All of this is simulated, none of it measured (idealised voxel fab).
process module | voxel tone inversion
cross-section cut | 175 nm wide | cells 5 nm
A cross-section is a grid of square cells, given in bands from the top down. A band is one or more rows of cells.
Each band's line starts with the height of the band's top and of its bottom, in nm. Then come its materials from left to right, each with its width in nm. One material with "throughout" fills the band from edge to edge. "air" is empty space.
Height 0 is the level under which the wafer as received is all one material. The lowest band goes on downwards, as in "0 down".
A width such as "30 to 40" changes by the same amount from each row of cells to the next, from the band's top row to its bottom row.
"no change" after a step means that no cell of the cross-section changed.
closed voids: empty space of 8 cells or more with no open way to the top, each as width x height at its distance from the left edge, in nm
after a step's settings: what the simulator itself notes on the step
overlay nm, on a step with a mask: how far to the right of its planned place the mask lay; to the left if negative
plan
1 op RECEIVE | material Si
2 op CONFORMAL_DEP | material SiCN | thk nm 5
3 op DIRECTIONAL_DEP | material aC | thk nm 25
4 op PATTERN | tone cover | mask id POSTS | material resist | width nm 20 | pitch nm 40 | thk nm 30 | overlay nm 0
5 op DIRECTIONAL_ETCH | etch materials aC | depth nm 25
6 op STRIP | etch materials resist
7 op FILL_DEP | material lowk | thk nm 5
8 op CMP | height nm 30
9 op STRIP | etch materials aC
first wafer, as planned
as received, after step 1
  0 down: Si throughout
  closed voids: none
after step 2
  5 to 0: SiCN throughout
  below 0: unchanged
after step 3
  30 to 5: aC throughout
  below 5: unchanged
after step 4
  60 to 30: air 55 | resist 20 | air 20 | resist 20 | air 60
  below 30: unchanged
after step 5
  35 to 30: air 55 | resist 20 | air 20 | resist 20 | air 60
  30 to 5: air 55 | aC 20 | air 20 | aC 20 | air 60
  below 5: unchanged
after step 6
  30 to 5: air 55 | aC 20 | air 20 | aC 20 | air 60
  below 5: unchanged
after step 7
  35 to 30: lowk throughout
  30 to 5: lowk 55 | aC 20 | lowk 20 | aC 20 | lowk 60
  below 5: unchanged
after step 8
  30 to 5: lowk 55 | aC 20 | lowk 20 | aC 20 | lowk 60
  below 5: unchanged
after step 9
  30 to 5: lowk 55 | air 20 | lowk 20 | air 20 | lowk 60
  below 5: unchanged
second wafer: like start, like plan, one mistake. Through step 7 it matches the first wafer
when step 8 should have ended
  25 to 5: lowk 55 | aC 20 | lowk 20 | aC 20 | lowk 60
  below 5: unchanged
when step 9 should have ended
  25 to 5: lowk 55 | air 20 | lowk 20 | air 20 | lowk 60
  below 5: unchanged
what went wrong: step 8 ran as: op CMP | height nm 25
at the end the second wafer has, in cells: 27 fewer of lowk
